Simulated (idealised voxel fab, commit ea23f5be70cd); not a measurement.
process module | voxel spacer lines
cross-section cut | 220 nm wide | cells 5 nm
A cross-section is a grid of square cells, given in bands from the top down. A band is one or more rows of cells.
Each band's line starts with the height of the band's top and of its bottom, in nm. Then come its materials from left to right, each with its width in nm. One material with "throughout" fills the band from edge to edge. "air" is empty space.
Height 0 is the level under which the wafer as received is all one material. The lowest band goes on downwards, as in "0 down".
A width such as "30 to 40" changes by the same amount from each row of cells to the next, from the band's top row to its bottom row.
"no change" after a step means that no cell of the cross-section changed.
closed voids: empty space of 8 cells or more with no open way to the top, each as width x height at its distance from the left edge, in nm
after a step's settings: what the simulator itself notes on the step
overlay nm, on a step with a mask: how far to the right of its planned place the mask lay; to the left if negative
plan
1 op RECEIVE | material Si
2 op CONFORMAL_DEP | material Al2O3 | thk nm 5
3 op DIRECTIONAL_DEP | material TiN | thk nm 20
4 op DIRECTIONAL_DEP | material polySi | thk nm 20
5 op PATTERN | tone cover | mask id MANDREL | material resist | width nm 15 | pitch nm 60 | thk nm 25 | overlay nm 0
6 op DIRECTIONAL_ETCH | etch materials polySi | depth nm 20
7 op STRIP | etch materials resist
8 op CONFORMAL_DEP | material SiN | thk nm 15
9 op DIRECTIONAL_ETCH | etch materials SiN | depth nm 15
10 op STRIP | etch materials polySi
11 op DIRECTIONAL_ETCH | etch materials TiN | depth nm 20
12 op STRIP | etch materials SiN
as received, after step 1
  0 down: Si throughout
  closed voids: none
a wafer at the end: this start, this plan, one mistake
  25 to 5: polySi throughout
  5 to 0: Al2O3 throughout
  0 down: Si throughout
  closed voids: none
what went wrong: steps 3 and 4 were swapped
